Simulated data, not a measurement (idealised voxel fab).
The process module that follows is named voxel ribs on slabs.
In the cross-section labelled cut, the width is 200 nm and each square cell is 5 nm.
Throughout this document, each cross-section is represented as a grid of square cells and is presented as a sequence of bands enumerated from the top downward, where a band comprises one or more rows of cells. Quick guide to a band line: top height, bottom height (nm) up front; then every material left to right with its width in nm. Only one material and it's marked "throughout"? Then it fills the band edge to edge. And "blank" just means empty space. Heads up on the height convention: 0 is the point under which the incoming wafer is all one material, and the lowest band has no bottom, it just keeps going down, like "from 0 down". With a width like "30..40", each row of cells in the band differs from the next by the same amount, the top row carrying the first number and the bottom row the second. Any step labelled "left unchanged" changed none of the cells in the cross-section. The entry "Closed cavity list" lists the empty spaces that cover at least 8 cells and have no open path to the top. Each is written as width x height at distance, where the distance is measured from the left edge and all three values are in nm. If you see something after the settings on a step's line, that's the simulator's own remark about that step. overlay nm: how far to the right of its planned place the mask lay on this masked step (negative: to the left). Heads up before you read on: it's before/after pairs around one process step each, after side only down to the lowest band that changed, step plus settings under the pair. Pairs can be from different runs of this module, same starting wafer, so only chain a pair onto the one above if its "Prior to processing" entry says so.
Prior to processing:
from 55 to 45 | 90 of aC, 20 of blank, 90 of aC
from 45 to 25 | SiN throughout
from 25 to 0 | SiO2 throughout
from 0 down | Si throughout
Closed cavity list: none
Post-Step Appearance:
from 55 to 45 | 90 of aC, 20 of blank, 90 of aC
from 45 to 35 | 90 of SiN, 20 of blank, 90 of SiN
Anything lower than 35 is untouched.
Closed cavity list: none
The two cross-sections above bracket this step: DIRECTIONAL_ETCH,etch materials SiN,depth nm 10
Prior to processing: the pre-step structure is the one depicted after the step in the pair just above.
Post-Step Appearance:
from 45 to 35 | 90 of SiN, 20 of blank, 90 of SiN
Anything lower than 35 is untouched.
Closed cavity list: none
The two cross-sections above bracket this step: STRIP,etch materials aC
Prior to processing: the pre-step structure is the one depicted after the step in the pair just above.
Post-Step Appearance:
from 60 to 45 | 60 of blank, 80 of resist, 60 of blank
from 45 to 35 | 90 of SiN, 20 of resist, 90 of SiN
Anything lower than 35 is untouched.
Closed cavity list: none
The two cross-sections above bracket this step: PATTERN,tone cover,mask id SLAB,material resist,width nm 80,thk nm 15,overlay nm 0
Prior to processing: the pre-step structure is the one depicted after the step in the pair just above.
Post-Step Appearance:
from 60 to 45 | 60 of blank, 80 of resist, 60 of blank
from 45 to 35 | 60 of blank, 30 of SiN, 20 of resist, 30 of SiN, 60 of blank
Anything lower than 35 is untouched.
Closed cavity list: none
The two cross-sections above bracket this step: DIRECTIONAL_ETCH,etch materials SiN,depth nm 10
Prior to processing: the pre-step structure is the one depicted after the step in the pair just above.
Post-Step Appearance:
from 45 to 35 | 60 of blank, 30 of SiN, 20 of blank, 30 of SiN, 60 of blank
Anything lower than 35 is untouched.
Closed cavity list: none
The two cross-sections above bracket this step: STRIP,etch materials resist
Prior to processing: the pre-step structure is the one depicted after the step in the pair just above.
Post-Step Appearance:
from 70 to 45 | SiO2 throughout
from 45 to 35 | 60 of SiO2, 30 of SiN, 20 of SiO2, 30 of SiN, 60 of SiO2
Anything lower than 35 is untouched.
Closed cavity list: none
The two cross-sections above bracket this step: FILL_DEP,material SiO2,thk nm 25
Prior to processing: the pre-step structure is the one depicted after the step in the pair just above.
Post-Step Appearance:
from 65 to 45 | SiO2 throughout
Anything lower than 45 is untouched.
Closed cavity list: none
The two cross-sections above bracket this step: CMP,height nm 65
Prior to processing: the pre-step structure is the one depicted after the step in the pair just above.
Post-Step Appearance:
from 75 to 65 | W throughout
Anything lower than 65 is untouched.
Closed cavity list: none
The two cross-sections above bracket this step: DIRECTIONAL_DEP,material W,thk nm 10
Prior to processing: the pre-step structure is the one depicted after the step in the pair just above.
Post-Step Appearance:
from 95 to 75 | 85 of blank, 30 of resist, 85 of blank
Anything lower than 75 is untouched.
Closed cavity list: none
The two cross-sections above bracket this step: PATTERN,tone cover,mask id HEATER,material resist,width nm 30,thk nm 20,overlay nm 0
Prior to processing: the pre-step structure is the one depicted after the step in the pair just above.
Post-Step Appearance:
from 95 to 75 | 85 of blank, 30 of resist, 85 of blank
from 75 to 65 | 85 of blank, 30 of W, 85 of blank
Anything lower than 65 is untouched.
Closed cavity list: none
The two cross-sections above bracket this step: DIRECTIONAL_ETCH,etch materials W,depth nm 10
Prior to processing: the pre-step structure is the one depicted after the step in the pair just above.
Post-Step Appearance:
from 75 to 65 | 85 of blank, 30 of W, 85 of blank
Anything lower than 65 is untouched.
Closed cavity list: none
The two cross-sections above bracket this step: STRIP,etch materials resist
Prior to processing: the pre-step structure is the one depicted after the step in the pair just above.
Post-Step Appearance:
from 80 to 75 | 80 of blank, 40 of SiN, 80 of blank
from 75 to 70 | 80 of blank, 5 of SiN, 30 of W, 5 of SiN, 80 of blank
from 70 to 65 | 85 of SiN, 30 of W, 85 of SiN
Anything lower than 65 is untouched.
Closed cavity list: none
The two cross-sections above bracket this step: CONFORMAL_DEP,material SiN,thk nm 5
